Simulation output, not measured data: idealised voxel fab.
A process module follows: voxel gate over fins.
Section shown: cut. Width: 195 nm. Cell size: 5 nm, square.
A cross-section is written here as square cells arranged in a grid, and it is given in bands from the top down, each band taking up one or more rows of cells. Top height, bottom height, nm. Materials left to right, width each, nm. Single material + "full width" = fills band edge to edge. "blank" = empty. Height datum 0, below which the as-received substrate wafer is one material. Lowest band open at the bottom, running downward: "0 down". The two numbers in a width such as "30 to 40" mark its ends across the band: the first belongs to the top row of cells, the second to the bottom row, and from each row to the next the width moves by the same amount. Where the words "remained the same" appear for a step, the cross-section shows no cell changed by that step; every cell remained as before. Any empty space of 8 cells or more lacking an open way to the top shows up in "Unvented voids" as width x height at distance, distance from the left edge, in nm. Past the settings on a step's line: simulator remark, on that step. A step's line can hold "overlay nm"; with a mask on that step, the setting says how far right of the planned place the mask lay, while a negative setting says it lay to the left.

So here's the lineup of process steps we planned:
- 1: RECEIVE (material Si)
- 2: CONFORMAL_DEP (material SiN; thk nm 5)
- 3: PATTERN (tone cover; mask id FINS; material resist; width nm 15; pitch nm 40; thk nm 15; overlay nm 0)
- 4: DIRECTIONAL_ETCH (etch materials SiN; depth nm 10)
- 5: DIRECTIONAL_ETCH (etch materials Si; depth nm 30)
- 6: STRIP (etch materials resist)
- 7: OXIDIZE (depth nm 5)
- 8: FILL_DEP (material SiO2; thk nm 5)
- 9: CMP (height nm 10)
- 10: SELECTIVE_ETCH (etch materials SiO2; depth nm 25)
- 11: STRIP (etch materials SiN)
- 12: CONFORMAL_DEP (material HfO2; thk nm 5)
- 13: CONFORMAL_DEP (material TiN; thk nm 5)
- 14: CONFORMAL_DEP (material TiAl; thk nm 5)
- 15: CONFORMAL_DEP (material TiN; thk nm 5)
- 16: FILL_DEP (material W; thk nm 15)
- 17: CMP (height nm 30)
- 18: CONFORMAL_DEP (material SiCN; thk nm 5)
Be aware that, although all wafers share a common starting state, the thk nm at step 2 differs among them, and the plan displays the first wafer's value.

Incoming state of the first of several wafers in cross-section: after step 1:
    0 down: Si full width
    Unvented voids: none

At the end of the module, after its last step, step 18, the first of several wafers appears in cross-section as follows:
    35 to 30: SiCN full width
    30 to 20: W full width
    20 to 15: 55 W | 85 TiN | 55 W
    15 to 10: 55 W | 5 TiN | 35 TiAl | 5 TiN | 35 TiAl | 5 TiN | 55 W
    10 to 5: 55 W | 5 TiN | 5 TiAl | 25 TiN | 5 TiAl | 5 TiN | 5 TiAl | 25 TiN | 5 TiAl | 5 TiN | 55 W
    5 to 0: 60 TiN | 5 TiAl | 5 TiN | 15 HfO2 | 5 TiN | 5 TiAl | 5 TiN | 5 TiAl | 5 TiN | 15 HfO2 | 5 TiN | 5 TiAl | 60 TiN
    0 to -5: 65 TiAl | 5 TiN | 5 HfO2 | 5 Si | 5 HfO2 | 5 TiN | 15 TiAl | 5 TiN | 5 HfO2 | 5 Si | 5 HfO2 | 5 TiN | 65 TiAl
    -5 to -10: 70 TiN | 5 HfO2 | 5 Si | 5 HfO2 | 25 TiN | 5 HfO2 | 5 Si | 5 HfO2 | 70 TiN
    -10 to -15: 75 HfO2 | 5 Si | 35 HfO2 | 5 Si | 75 HfO2
    -15 to -35: 75 SiO2 | 5 Si | 35 SiO2 | 5 Si | 75 SiO2
    -35 down: Si full width
    Unvented voids: none

Cross-section, module end, final of several wafers:
    35 to 30: SiCN full width
    30 to 20: W full width
    20 to 15: TiN full width
    15 to 10: TiAl full width
    10 to 5: TiN full width
    5 to 0: HfO2 full width
    0 down: Si full width
    Unvented voids: none

Row per wafer, end-of-module: cell gain (+)/loss (-) by material since the wafer came in, then closed voids:
thk nm 5; +51 HfO2; -259 Si; +39 SiCN; +148 SiO2; +51 TiAl; +99 TiN; +144 W; Unvented voids: none
thk nm 10; +51 HfO2; -259 Si; +39 SiCN; +148 SiO2; +51 TiAl; +99 TiN; +144 W; Unvented voids: none
thk nm 15; +39 HfO2; +39 SiCN; +39 TiAl; +78 TiN; +78 W; Unvented voids: none
thk nm 20; +39 HfO2; +39 SiCN; +39 TiAl; +78 TiN; +78 W; Unvented voids: none
thk nm 25; +39 HfO2; +39 SiCN; +39 TiAl; +78 TiN; +78 W; Unvented voids: none
